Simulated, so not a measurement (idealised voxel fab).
process module | voxel transistor to metal
The figure presents cross-section cut, which has a width of 200 nm and is divided into square cells with an edge length of 5 nm.
This document writes a cross-section as a grid whose cells are square, and gives it as bands, listed from the top down; one or more rows of cells form a band.
Each band's line starts with the height of the band's top and of its bottom, in nm. Then come its materials from left to right, each with its width in nm. One material with "edge to edge" fills the band from edge to edge. "air" is empty space.
Height is counted from the level 0, under which the received wafer is composed throughout of one material. The lowest of the bands is not closed at the bottom but continues downward, in the notation "0..down".
The expression "30..40" gives the width at the extremes of the band, the first number at its top row of cells and the second at its bottom row, with the width changing by equal amounts from each row to the next in between.
"remained unchanged", as given for a step, is the statement that not any cell of the cross-section underwent a change during that step.
Closed empty spaces (no open way to the top) of 8 cells or more are what "Trapped void list" lists, each as width x height at distance from the left edge, nm for all three.
Read whatever lies past the settings on a step's line as the simulator's own remark about the step.
overlay nm: on a step with a mask, how far right of its planned place the mask lay; negative means left.
-- Intended process steps
1: RECEIVE,material Si
2: OXIDIZE,depth nm 5
3: CONFORMAL_DEP,material SiN,thk nm 15
4: PATTERN,tone cover,mask id ACTIVE,material resist,width nm 125,thk nm 15,overlay nm 0
5: DIRECTIONAL_ETCH,etch materials SiN,depth nm 15
6: DIRECTIONAL_ETCH,etch materials SiO2,depth nm 5
7: DIRECTIONAL_ETCH,etch materials Si,depth nm 25
8: STRIP,etch materials resist
9: OXIDIZE,depth nm 5
10: FILL_DEP,material SiO2,thk nm 10
11: CMP,height nm 15
12: SELECTIVE_ETCH,etch materials SiO2,depth nm 10
13: STRIP,etch materials SiN
14: SELECTIVE_ETCH,etch materials SiO2,depth nm 5
15: OXIDIZE,depth nm 5
16: DIRECTIONAL_DEP,material polySi,thk nm 20
17: DIRECTIONAL_DEP,material SiCN,thk nm 15
18: PATTERN,tone cover,mask id GATE,material resist,width nm 35,thk nm 15,overlay nm 0
19: DIRECTIONAL_ETCH,etch materials SiCN,depth nm 25
20: DIRECTIONAL_ETCH,etch materials polySi,depth nm 30
21: STRIP,etch materials resist
22: CONFORMAL_DEP,material SiN,thk nm 10
23: DIRECTIONAL_ETCH,etch materials SiN,depth nm 10
24: DIRECTIONAL_ETCH,etch materials SiO2,depth nm 5
25: DIRECTIONAL_ETCH,etch materials Si,depth nm 10
26: EPI,material SiGe,thk nm 10
27: FILL_DEP,material SiO2,thk nm 5
28: CMP,height nm 15
29: STRIP,etch materials polySi
30: SELECTIVE_ETCH,etch materials SiO2,depth nm 5
31: CONFORMAL_DEP,material HfO2,thk nm 5
32: CONFORMAL_DEP,material TiN,thk nm 5
33: FILL_DEP,material W,thk nm 10
34: CMP,height nm 10
35: DIRECTIONAL_DEP,material SiO2,thk nm 10
36: MASKED_ETCH,tone open,mask id CONTACT,width nm 15,pitch nm 90,etch materials SiO2,depth nm 30,overlay nm -15
37: CONFORMAL_DEP,material TiN,thk nm 5
38: FILL_DEP,material W,thk nm 10
39: CMP,height nm 20
40: CONFORMAL_DEP,material SiN,thk nm 5
41: DIRECTIONAL_DEP,material SiO2,thk nm 20
42: PATTERN,tone open,mask id METAL_1,material resist,width nm 15,pitch nm 90,thk nm 20,overlay nm 0
43: DIRECTIONAL_ETCH,etch materials SiO2,depth nm 20
44: DIRECTIONAL_ETCH,etch materials SiN,depth nm 5
45: STRIP,etch materials resist
46: CONFORMAL_DEP,material TiN,thk nm 5
47: FILL_DEP,material Cu,thk nm 5
48: CMP,height nm 45
49: CONFORMAL_DEP,material SiN,thk nm 5
The plan's step 36 overlay nm is the first wafer's value; the wafers differ in this setting and start identical.
-- The first of several wafers, as received after step 1, seen in section
    0..down | Si edge to edge
    Trapped void list: none
-- Take a look at the first of several wafers in cross-section: the module is done, and step 49 was its last step
    50..45 | SiN edge to edge
    45..25 | SiO2: 45 | TiN: 5 | Cu: 5 | TiN: 5 | SiO2: 75 | TiN: 5 | Cu: 5 | TiN: 5 | SiO2: 50
    25..20 | SiN: 45 | TiN: 15 | SiN: 75 | TiN: 15 | SiN: 50
    20..15 | SiO2: 30 | TiN: 5 | W: 5 | TiN: 5 | SiO2: 75 | TiN: 5 | W: 5 | TiN: 5 | SiO2: 65
    15..10 | SiO2: 30 | TiN: 5 | W: 5 | TiN: 5 | SiO2: 75 | TiN: 15 | SiO2: 65
    10..5 | SiO2: 30 | TiN: 5 | W: 5 | TiN: 5 | SiO2: 25 | SiN: 10 | HfO2: 5 | TiN: 5 | W: 15 | TiN: 5 | HfO2: 5 | SiN: 10 | TiN: 10 | SiO2: 65
    5..0 | SiO2: 30 | TiN: 15 | SiO2: 25 | SiN: 10 | HfO2: 5 | TiN: 5 | W: 15 | TiN: 5 | HfO2: 5 | SiN: 10 | TiN: 10 | SiO2: 65
    0..-5 | SiO2: 30 | SiN: 10 | TiN: 5 | SiO2: 15 | SiGe: 10 | SiN: 10 | HfO2: 5 | TiN: 25 | HfO2: 5 | SiN: 10 | SiGe: 10 | SiO2: 20 | SiN: 10 | SiO2: 35
    -5..-10 | SiO2: 40 | TiN: 5 | SiO2: 15 | SiGe: 10 | SiO2: 5 | HfO2: 45 | SiO2: 5 | SiGe: 10 | SiO2: 65
    -10..-20 | SiO2: 40 | SiGe: 30 | Si: 55 | SiGe: 30 | SiO2: 45
    -20..-35 | SiO2: 40 | Si: 115 | SiO2: 45
    -35..down | Si edge to edge
    Trapped void list: none
-- Final wafer cross-section at module end
    50..45 | SiN edge to edge
    45..25 | SiO2: 45 | TiN: 5 | Cu: 5 | TiN: 5 | SiO2: 75 | TiN: 5 | Cu: 5 | TiN: 5 | SiO2: 50
    25..20 | SiN: 45 | TiN: 15 | SiN: 75 | TiN: 15 | SiN: 50
    20..15 | SiO2: 60 | TiN: 5 | W: 5 | TiN: 5 | SiO2: 75 | TiN: 5 | W: 5 | TiN: 5 | SiO2: 35
    15..10 | SiO2: 60 | TiN: 15 | SiO2: 75 | TiN: 5 | W: 5 | TiN: 5 | SiO2: 35
    10..5 | SiO2: 60 | TiN: 10 | SiN: 10 | HfO2: 5 | TiN: 5 | W: 15 | TiN: 5 | HfO2: 5 | SiN: 10 | SiO2: 25 | TiN: 5 | W: 5 | TiN: 5 | SiO2: 35
    5..0 | SiO2: 60 | TiN: 10 | SiN: 10 | HfO2: 5 | TiN: 5 | W: 15 | TiN: 5 | HfO2: 5 | SiN: 10 | SiO2: 25 | TiN: 15 | SiO2: 35
    0..-5 | SiO2: 30 | SiN: 10 | SiO2: 20 | SiGe: 10 | SiN: 10 | HfO2: 5 | TiN: 25 | HfO2: 5 | SiN: 10 | SiGe: 10 | SiO2: 15 | TiN: 5 | SiN: 10 | SiO2: 35
    -5..-10 | SiO2: 60 | SiGe: 10 | SiO2: 5 | HfO2: 45 | SiO2: 5 | SiGe: 10 | SiO2: 15 | TiN: 5 | SiO2: 45
    -10..-20 | SiO2: 40 | SiGe: 30 | Si: 55 | SiGe: 30 | SiO2: 45
    -20..-35 | SiO2: 40 | Si: 115 | SiO2: 45
    -35..down | Si edge to edge
    Trapped void list: none
-- Tabulated below, wafer by wafer, are the end-of-module results: for each material, the number of cells gained (+) or lost (-) relative to the as-received state, followed by the closed voids
overlay nm -15 | +8 Cu | +15 HfO2 | -189 Si | +32 SiGe | +90 SiN | +383 SiO2 | +51 TiN | +10 W | Trapped void list: none
overlay nm -10 | +8 Cu | +15 HfO2 | -189 Si | +32 SiGe | +90 SiN | +377 SiO2 | +55 TiN | +12 W | Trapped void list: none
overlay nm -5 | +8 Cu | +15 HfO2 | -189 Si | +32 SiGe | +90 SiN | +373 SiO2 | +57 TiN | +14 W | Trapped void list: none
overlay nm 0 | +8 Cu | +15 HfO2 | -189 Si | +32 SiGe | +90 SiN | +371 SiO2 | +57 TiN | +16 W | Trapped void list: none
overlay nm 5 | +8 Cu | +15 HfO2 | -189 Si | +32 SiGe | +90 SiN | +373 SiO2 | +57 TiN | +14 W | Trapped void list: none
overlay nm 10 | +8 Cu | +15 HfO2 | -189 Si | +32 SiGe | +90 SiN | +377 SiO2 | +55 TiN | +12 W | Trapped void list: none
overlay nm 15 | +8 Cu | +15 HfO2 | -189 Si | +32 SiGe | +90 SiN | +383 SiO2 | +51 TiN | +10 W | Trapped void list: none
